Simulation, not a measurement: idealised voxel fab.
process module | voxel self aligned vias
cross-section cut | 270 nm wide | cells 5 nm
A cross-section is a grid of square cells, given in bands from the top down. A band is one or more rows of cells.
Each band's line starts with the height of the band's top and of its bottom, in nm. Then come its materials from left to right, each with its width in nm. One material with "throughout" fills the band from edge to edge. "air" is empty space.
Height 0 is the level under which the wafer as received is all one material. The lowest band goes on downwards, as in "0 down".
A width such as "30 to 40" changes by the same amount from each row of cells to the next, from the band's top row to its bottom row.
"no change" after a step means that no cell of the cross-section changed.
closed voids: empty space of 8 cells or more with no open way to the top, each as width x height at its distance from the left edge, in nm
after a step's settings: what the simulator itself notes on the step
overlay nm, on a step with a mask: how far to the right of its planned place the mask lay; to the left if negative
plan
1 op RECEIVE | material Si
2 op CONFORMAL_DEP | material SiO2 | thk nm 10
3 op CONFORMAL_DEP | material SiCN | thk nm 5
4 op DIRECTIONAL_DEP | material SiO2 | thk nm 30
5 op PATTERN | tone open | mask id LINES | material resist | width nm 25 | pitch nm 65 | thk nm 20 | overlay nm 0
6 op DIRECTIONAL_ETCH | etch materials SiO2 | depth nm 30
7 op STRIP | etch materials resist
8 op CONFORMAL_DEP | material TiN | thk nm 5
9 op FILL_DEP | material W | thk nm 10
10 op CMP | height nm 45
11 op SELECTIVE_ETCH | etch materials W Ru TiN | depth nm 5
12 op FILL_DEP | material SiN | thk nm 5
13 op CMP | height nm 45
14 op DIRECTIONAL_DEP | material SiO2 | thk nm 20
15 op MASKED_ETCH | tone open | mask id VIAS | width nm 35 | pitch nm 65 | etch materials SiO2 | depth nm 20 | overlay nm 0
16 op MASKED_ETCH | tone open | mask id VIAS | width nm 35 | pitch nm 65 | etch materials SiN | depth nm 5 | overlay nm 0
17 op CONFORMAL_DEP | material TiN | thk nm 5
18 op FILL_DEP | material Cu | thk nm 10
19 op CMP | height nm 65
20 op CONFORMAL_DEP | material SiCN | thk nm 5
first wafer, as planned
as received, after step 1
  0 down: Si throughout
  closed voids: none
after step 2
  10 to 0: SiO2 throughout
  below 0: unchanged
after step 3
  15 to 10: SiCN throughout
  below 10: unchanged
after step 4
  45 to 15: SiO2 throughout
  below 15: unchanged
after step 5
  65 to 45: resist 55 | air 25 | resist 40 | air 25 | resist 40 | air 25 | resist 60
  below 45: unchanged
after step 6
  65 to 45: resist 55 | air 25 | resist 40 | air 25 | resist 40 | air 25 | resist 60
  45 to 15: SiO2 55 | air 25 | SiO2 40 | air 25 | SiO2 40 | air 25 | SiO2 60
  below 15: unchanged
after step 7
  45 to 15: SiO2 55 | air 25 | SiO2 40 | air 25 | SiO2 40 | air 25 | SiO2 60
  below 15: unchanged
after step 8
  50 to 45: TiN 60 | air 15 | TiN 50 | air 15 | TiN 50 | air 15 | TiN 65
  45 to 20: SiO2 55 | TiN 5 | air 15 | TiN 5 | SiO2 40 | TiN 5 | air 15 | TiN 5 | SiO2 40 | TiN 5 | air 15 | TiN 5 | SiO2 60
  20 to 15: SiO2 55 | TiN 25 | SiO2 40 | TiN 25 | SiO2 40 | TiN 25 | SiO2 60
  below 15: unchanged
after step 9
  60 to 50: W throughout
  50 to 45: TiN 60 | W 15 | TiN 50 | W 15 | TiN 50 | W 15 | TiN 65
  45 to 20: SiO2 55 | TiN 5 | W 15 | TiN 5 | SiO2 40 | TiN 5 | W 15 | TiN 5 | SiO2 40 | TiN 5 | W 15 | TiN 5 | SiO2 60
  below 20: unchanged
after step 10
  45 to 20: SiO2 55 | TiN 5 | W 15 | TiN 5 | SiO2 40 | TiN 5 | W 15 | TiN 5 | SiO2 40 | TiN 5 | W 15 | TiN 5 | SiO2 60
  below 20: unchanged
after step 11
  45 to 40: SiO2 55 | air 25 | SiO2 40 | air 25 | SiO2 40 | air 25 | SiO2 60
  below 40: unchanged
after step 12
  50 to 45: SiN throughout
  45 to 40: SiO2 55 | SiN 25 | SiO2 40 | SiN 25 | SiO2 40 | SiN 25 | SiO2 60
  below 40: unchanged
after step 13
  45 to 40: SiO2 55 | SiN 25 | SiO2 40 | SiN 25 | SiO2 40 | SiN 25 | SiO2 60
  below 40: unchanged
after step 14
  65 to 45: SiO2 throughout
  below 45: unchanged
after step 15
  65 to 45: SiO2 50 | air 35 | SiO2 30 | air 35 | SiO2 30 | air 35 | SiO2 55
  below 45: unchanged
after step 16
  65 to 45: SiO2 50 | air 35 | SiO2 30 | air 35 | SiO2 30 | air 35 | SiO2 55
  45 to 40: SiO2 55 | air 25 | SiO2 40 | air 25 | SiO2 40 | air 25 | SiO2 60
  below 40: unchanged
after step 17
  70 to 65: TiN 55 | air 25 | TiN 40 | air 25 | TiN 40 | air 25 | TiN 60
  65 to 50: SiO2 50 | TiN 5 | air 25 | TiN 5 | SiO2 30 | TiN 5 | air 25 | TiN 5 | SiO2 30 | TiN 5 | air 25 | TiN 5 | SiO2 55
  50 to 45: SiO2 50 | TiN 10 | air 15 | TiN 10 | SiO2 30 | TiN 10 | air 15 | TiN 10 | SiO2 30 | TiN 10 | air 15 | TiN 10 | SiO2 55
  45 to 40: SiO2 55 | TiN 25 | SiO2 40 | TiN 25 | SiO2 40 | TiN 25 | SiO2 60
  below 40: unchanged
after step 18
  80 to 70: Cu throughout
  70 to 65: TiN 55 | Cu 25 | TiN 40 | Cu 25 | TiN 40 | Cu 25 | TiN 60
  65 to 50: SiO2 50 | TiN 5 | Cu 25 | TiN 5 | SiO2 30 | TiN 5 | Cu 25 | TiN 5 | SiO2 30 | TiN 5 | Cu 25 | TiN 5 | SiO2 55
  50 to 45: SiO2 50 | TiN 10 | Cu 15 | TiN 10 | SiO2 30 | TiN 10 | Cu 15 | TiN 10 | SiO2 30 | TiN 10 | Cu 15 | TiN 10 | SiO2 55
  below 45: unchanged
after step 19
  65 to 50: SiO2 50 | TiN 5 | Cu 25 | TiN 5 | SiO2 30 | TiN 5 | Cu 25 | TiN 5 | SiO2 30 | TiN 5 | Cu 25 | TiN 5 | SiO2 55
  below 50: unchanged
after step 20
  70 to 65: SiCN throughout
  below 65: unchanged
second wafer: like start, like plan, one mistake. Through step 18 it matches the first wafer
when step 19 should have ended: no change
when step 20 should have ended
  85 to 80: SiCN throughout
  below 80: unchanged
what went wrong: step 19 was left out
at the end the second wafer has, in cells: 123 more of Cu | 39 more of TiN
